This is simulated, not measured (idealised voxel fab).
process module | voxel gate over fins
cross-section cut | 235 nm wide | cells 5 nm
A cross-section is a grid of square cells, given in bands from the top down. A band is one or more rows of cells.
Each band's line starts with the height of the band's top and of its bottom, in nm. Then come its materials from left to right, each with its width in nm. One material with "throughout" fills the band from edge to edge. "air" is empty space.
Height 0 is the level under which the wafer as received is all one material. The lowest band goes on downwards, as in "0 down".
A width such as "30 to 40" changes by the same amount from each row of cells to the next, from the band's top row to its bottom row.
"no change" after a step means that no cell of the cross-section changed.
closed voids: empty space of 8 cells or more with no open way to the top, each as width x height at its distance from the left edge, in nm
after a step's settings: what the simulator itself notes on the step
overlay nm, on a step with a mask: how far to the right of its planned place the mask lay; to the left if negative
plan
1 op RECEIVE | material Si
2 op CONFORMAL_DEP | material SiN | thk nm 5
3 op PATTERN | tone cover | mask id FINS | material resist | width nm 15 | pitch nm 35 | thk nm 15 | overlay nm 0
4 op DIRECTIONAL_ETCH | etch materials SiN | depth nm 5
5 op DIRECTIONAL_ETCH | etch materials Si | depth nm 35
6 op STRIP | etch materials resist
7 op FILL_DEP | material SiO2 | thk nm 15
8 op CMP | height nm 5
9 op SELECTIVE_ETCH | etch materials SiO2 | depth nm 15
10 op STRIP | etch materials SiN
11 op CONFORMAL_DEP | material HfO2 | thk nm 5
12 op CONFORMAL_DEP | material TiN | thk nm 5
13 op CONFORMAL_DEP | material TiAl | thk nm 5
14 op CONFORMAL_DEP | material TiN | thk nm 5
15 op FILL_DEP | material W | thk nm 15
16 op CMP | height nm 30
17 op CONFORMAL_DEP | material SiCN | thk nm 5
as received, after step 1
  0 down: Si throughout
  closed voids: none
first wafer at the end, as planned
  35 to 30: SiCN throughout
  30 to 20: W throughout
  20 to 15: W 70 | TiN 90 | W 75
  15 to 10: W 70 | TiN 5 | TiAl 80 | TiN 5 | W 75
  10 to 5: TiN 75 | TiAl 5 | TiN 70 | TiAl 5 | TiN 80
  5 to 0: TiAl 80 | TiN 5 | HfO2 25 | TiN 10 | HfO2 25 | TiN 5 | TiAl 85
  0 to -5: TiN 85 | HfO2 5 | Si 15 | HfO2 5 | TiN 10 | HfO2 5 | Si 15 | HfO2 5 | TiN 90
  -5 to -10: HfO2 90 | Si 15 | HfO2 20 | Si 15 | HfO2 95
  -10 to -35: SiO2 90 | Si 15 | SiO2 20 | Si 15 | SiO2 95
  -35 down: Si throughout
  closed voids: none
second wafer at the end: like start, like plan, one mistake
  45 to 30: SiCN throughout
  30 to 20: W throughout
  20 to 15: W 70 | TiN 90 | W 75
  15 to 10: W 70 | TiN 5 | TiAl 80 | TiN 5 | W 75
  10 to 5: TiN 75 | TiAl 5 | TiN 70 | TiAl 5 | TiN 80
  5 to 0: TiAl 80 | TiN 5 | HfO2 25 | TiN 10 | HfO2 25 | TiN 5 | TiAl 85
  0 to -5: TiN 85 | HfO2 5 | Si 15 | HfO2 5 | TiN 10 | HfO2 5 | Si 15 | HfO2 5 | TiN 90
  -5 to -10: HfO2 90 | Si 15 | HfO2 20 | Si 15 | HfO2 95
  -10 to -35: SiO2 90 | Si 15 | SiO2 20 | Si 15 | SiO2 95
  -35 down: Si throughout
  closed voids: none
what went wrong: step 17 ran as: op CONFORMAL_DEP | material SiCN | thk nm 15
at the end the second wafer has, in cells: 94 more of SiCN
